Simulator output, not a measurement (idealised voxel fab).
Title: Process Module voxel transistor to metal
The width of the displayed cross-section, cut, is 245 nm; its cells are square, with a size of 5 nm.
Just so we're on the same page, the cross-sections are grids of square cells, and they're listed out in bands top to bottom, each band one or more rows deep. Band: top and bottom heights (nm) first, top before bottom; then materials from left to right, widths in nm. "all across" marks a sole material filling the band edge to edge. "air" denotes empty space. It should be noted that heights are counted from 0, beneath which the wafer as supplied is of one material throughout, and that the lowest band possesses no lower boundary but continues downward, as written in "from 0 down". A width such as "30..40" changes by the same amount from each row of cells to the next, from the band's top row to its bottom row. "nothing was modified", as given for a step, is the statement that not any cell of the cross-section underwent a change during that step. Reported under the label "Unvented voids" are the empty spaces having no open way to the top and comprising 8 cells or more; the notation for each is width x height at distance, in which the distance is measured from the left edge and all three values are in nm. Where a step's line continues beyond its settings, the continuation is a remark by the simulator itself on that step. When a step includes a mask, the "overlay nm" setting on its line states how far to the right of its planned place that mask lay, and negative values state how far to the left.
Process steps foreseen in the plan:
1) RECEIVE,material Si
2) OXIDIZE,depth nm 5
3) CONFORMAL_DEP,material SiN,thk nm 10
4) MASKED_ETCH,tone cover,mask id ACTIVE,width nm 95,pitch nm 115,etch materials SiN,depth nm 10,overlay nm 0
5) MASKED_ETCH,tone cover,mask id ACTIVE,width nm 95,pitch nm 115,etch materials SiO2,depth nm 5,overlay nm 0
6) MASKED_ETCH,tone cover,mask id ACTIVE,width nm 95,pitch nm 115,etch materials Si,depth nm 35,overlay nm 0
7) OXIDIZE,depth nm 5
8) FILL_DEP,material SiO2,thk nm 10
9) CMP,height nm 10
10) SELECTIVE_ETCH,etch materials SiO2,depth nm 10
11) STRIP,etch materials SiN
12) SELECTIVE_ETCH,etch materials SiO2,depth nm 5
13) OXIDIZE,depth nm 5
14) DIRECTIONAL_DEP,material polySi,thk nm 30
15) DIRECTIONAL_DEP,material SiCN,thk nm 15
16) MASKED_ETCH,tone cover,mask id GATE,width nm 25,pitch nm 115,etch materials SiCN,depth nm 25,overlay nm 0
17) MASKED_ETCH,tone cover,mask id GATE,width nm 25,pitch nm 115,etch materials polySi,depth nm 40,overlay nm 0
18) CONFORMAL_DEP,material SiN,thk nm 10
19) DIRECTIONAL_ETCH,etch materials SiN,depth nm 10
20) DIRECTIONAL_ETCH,etch materials SiO2,depth nm 5
21) DIRECTIONAL_ETCH,etch materials Si,depth nm 10
22) EPI,material SiGe,thk nm 10
23) FILL_DEP,material SiO2,thk nm 5
24) CMP,height nm 25
25) STRIP,etch materials polySi
26) SELECTIVE_ETCH,etch materials SiO2,depth nm 5
27) CONFORMAL_DEP,material HfO2,thk nm 5
28) CONFORMAL_DEP,material TiN,thk nm 5
29) FILL_DEP,material W,thk nm 10
30) CMP,height nm 20
31) DIRECTIONAL_DEP,material SiO2,thk nm 15
32) DIRECTIONAL_DEP,material aC,thk nm 10
33) PATTERN,tone open,mask id CONTACT,material resist,width nm 15,thk nm 30,overlay nm 0
34) DIRECTIONAL_ETCH,etch materials aC,depth nm 10
35) STRIP,etch materials resist
36) DIRECTIONAL_ETCH,etch materials SiO2,depth nm 45
37) STRIP,etch materials aC
38) CONFORMAL_DEP,material TiN,thk nm 5
39) FILL_DEP,material W,thk nm 5
40) CMP,height nm 35
41) CONFORMAL_DEP,material SiCN,thk nm 5
42) DIRECTIONAL_DEP,material lowk,thk nm 25
43) DIRECTIONAL_DEP,material aC,thk nm 15
44) PATTERN,tone open,mask id METAL_1,material resist,width nm 15,thk nm 35,overlay nm 0
45) DIRECTIONAL_ETCH,etch materials aC,depth nm 15
46) STRIP,etch materials resist
47) DIRECTIONAL_ETCH,etch materials lowk,depth nm 25
48) DIRECTIONAL_ETCH,etch materials SiCN,depth nm 5
49) STRIP,etch materials aC
50) CONFORMAL_DEP,material TiN,thk nm 5
51) FILL_DEP,material Cu,thk nm 10
52) CMP,height nm 65
53) CONFORMAL_DEP,material SiCN,thk nm 5
54) DIRECTIONAL_DEP,material SiO2,thk nm 25
55) DIRECTIONAL_DEP,material aC,thk nm 10
56) PATTERN,tone open,mask id METAL_2,material resist,width nm 15,pitch nm 115,thk nm 25,overlay nm 0
57) DIRECTIONAL_ETCH,etch materials aC,depth nm 10
58) STRIP,etch materials resist
59) DIRECTIONAL_ETCH,etch materials SiO2,depth nm 15
60) STRIP,etch materials aC
61) DIRECTIONAL_DEP,material aC,thk nm 15
62) PATTERN,tone open,mask id METAL_2_HOLES,material resist,width nm 15,pitch nm 115,thk nm 35,overlay nm 0
63) DIRECTIONAL_ETCH,etch materials aC,depth nm 15
64) STRIP,etch materials resist
65) DIRECTIONAL_ETCH,etch materials SiO2,depth nm 10
66) DIRECTIONAL_ETCH,etch materials SiCN,depth nm 5
67) STRIP,etch materials aC
68) CONFORMAL_DEP,material TiN,thk nm 5
69) FILL_DEP,material Cu,thk nm 10
70) CMP,height nm 95
71) CONFORMAL_DEP,material SiN,thk nm 5
Here's what the wafer looked like in cross-section when it arrived - that's after step 1:
	from 0 down = Si all across
	Unvented voids: none
Wafer cross-section at module end: first of two, run to plan:
	from 100 to 95 = SiN all across
	from 95 to 70 = SiO2 (20); TiN (5); Cu (5); TiN (5); SiO2 (100); TiN (5); Cu (5); TiN (5); SiO2 (95)
	from 70 to 65 = SiCN (20); TiN (15); SiCN (100); TiN (15); SiCN (95)
	from 65 to 40 = lowk (20); TiN (5); Cu (5); TiN (5); lowk (55); TiN (5); Cu (5); TiN (5); lowk (30); TiN (5); Cu (5); TiN (5); lowk (55); TiN (5); Cu (5); TiN (5); lowk (25)
	from 40 to 35 = SiCN (20); TiN (15); SiCN (55); TiN (15); SiCN (30); TiN (15); SiCN (55); TiN (15); SiCN (25)
	from 35 to 20 = SiO2 (20); TiN (5); W (5); TiN (5); SiO2 (55); TiN (5); W (5); TiN (5); SiO2 (30); TiN (5); W (5); TiN (5); SiO2 (55); TiN (5); W (5); TiN (5); SiO2 (25)
	from 20 to 5 = SiO2 (20); TiN (5); W (5); TiN (5); SiO2 (5); SiN (10); HfO2 (5); TiN (5); W (5); TiN (5); HfO2 (5); SiN (10); SiO2 (5); TiN (5); W (5); TiN (5); SiO2 (30); TiN (5); W (5); TiN (5); SiO2 (5); SiN (10); HfO2 (5); TiN (5); W (5); TiN (5); HfO2 (5); SiN (10); SiO2 (5); TiN (5); W (5); TiN (5); SiO2 (25)
	from 5 to 0 = SiO2 (20); TiN (15); SiO2 (5); SiN (10); HfO2 (5); TiN (5); W (5); TiN (5); HfO2 (5); SiN (10); SiO2 (5); TiN (15); SiO2 (30); TiN (15); SiO2 (5); SiN (10); HfO2 (5); TiN (5); W (5); TiN (5); HfO2 (5); SiN (10); SiO2 (5); TiN (15); SiO2 (25)
	from 0 to -5 = SiO2 (20); TiN (10); SiGe (10); SiN (10); HfO2 (5); TiN (15); HfO2 (5); SiN (10); SiGe (10); TiN (10); SiO2 (30); TiN (10); SiGe (10); SiN (10); HfO2 (5); TiN (15); HfO2 (5); SiN (10); SiGe (10); TiN (10); SiO2 (25)
	from -5 to -10 = SiO2 (20); TiN (10); SiGe (10); SiO2 (5); HfO2 (35); SiO2 (5); SiGe (10); TiN (10); SiO2 (30); TiN (10); SiGe (10); SiO2 (5); HfO2 (35); SiO2 (5); SiGe (10); TiN (10); SiO2 (25)
	from -10 to -20 = SiO2 (20); SiGe (20); Si (45); SiGe (20); SiO2 (30); SiGe (20); Si (45); SiGe (20); SiO2 (25)
	from -20 to -45 = SiO2 (20); Si (85); SiO2 (30); Si (85); SiO2 (25)
	from -45 down = Si all across
	Unvented voids: none
Module end: cross-section of wafer two of two. Same start and process plan as the first wafer. One mistake during execution:
	from 100 to 95 = SiN all across
	from 95 to 70 = SiO2 (20); TiN (5); Cu (5); TiN (5); SiO2 (100); TiN (5); Cu (5); TiN (5); SiO2 (95)
	from 70 to 65 = SiCN (20); TiN (15); SiCN (100); TiN (15); SiCN (95)
	from 65 to 40 = lowk (20); TiN (5); Cu (5); TiN (5); lowk (55); TiN (5); Cu (5); TiN (5); lowk (30); TiN (5); Cu (5); TiN (5); lowk (55); TiN (5); Cu (5); TiN (5); lowk (25)
	from 40 to 35 = SiCN (20); TiN (15); SiCN (55); TiN (15); SiCN (30); TiN (15); SiCN (55); TiN (15); SiCN (25)
	from 35 to 30 = W all across
	from 30 to 25 = TiN (25); W (5); TiN (65); W (5); TiN (40); W (5); TiN (65); W (5); TiN (30)
	from 25 to 10 = SiO2 (20); TiN (5); W (5); TiN (5); SiO2 (55); TiN (5); W (5); TiN (5); SiO2 (30); TiN (5); W (5); TiN (5); SiO2 (55); TiN (5); W (5); TiN (5); SiO2 (25)
	from 10 to 5 = SiO2 (20); TiN (5); W (5); TiN (5); SiO2 (5); SiN (10); HfO2 (5); TiN (5); W (5); TiN (5); HfO2 (5); SiN (10); SiO2 (5); TiN (5); W (5); TiN (5); SiO2 (30); TiN (5); W (5); TiN (5); SiO2 (5); SiN (10); HfO2 (5); TiN (5); W (5); TiN (5); HfO2 (5); SiN (10); SiO2 (5); TiN (5); W (5); TiN (5); SiO2 (25)
	from 5 to 0 = SiO2 (20); TiN (15); SiO2 (5); SiN (10); HfO2 (5); TiN (5); W (5); TiN (5); HfO2 (5); SiN (10); SiO2 (5); TiN (15); SiO2 (30); TiN (15); SiO2 (5); SiN (10); HfO2 (5); TiN (5); W (5); TiN (5); HfO2 (5); SiN (10); SiO2 (5); TiN (15); SiO2 (25)
	from 0 to -5 = SiO2 (20); TiN (10); SiGe (10); SiN (10); HfO2 (5); TiN (15); HfO2 (5); SiN (10); SiGe (10); TiN (10); SiO2 (30); TiN (10); SiGe (10); SiN (10); HfO2 (5); TiN (15); HfO2 (5); SiN (10); SiGe (10); TiN (10); SiO2 (25)
	from -5 to -10 = SiO2 (20); TiN (10); SiGe (10); SiO2 (5); HfO2 (35); SiO2 (5); SiGe (10); TiN (10); SiO2 (30); TiN (10); SiGe (10); SiO2 (5); HfO2 (35); SiO2 (5); SiGe (10); TiN (10); SiO2 (25)
	from -10 to -20 = SiO2 (20); SiGe (20); Si (45); SiGe (20); SiO2 (30); SiGe (20); Si (45); SiGe (20); SiO2 (25)
	from -20 to -45 = SiO2 (20); Si (85); SiO2 (30); Si (85); SiO2 (25)
	from -45 down = Si all across
	Unvented voids: none
Finding, execution versus plan: step 30: run off-plan, actual operation and settings CMP,height nm 10
In the final state, the cell counts of the second wafer exceed or fall short of those of the first for the following materials: HfO2 -8, SiN -16, SiO2 -38, TiN +21, W +41
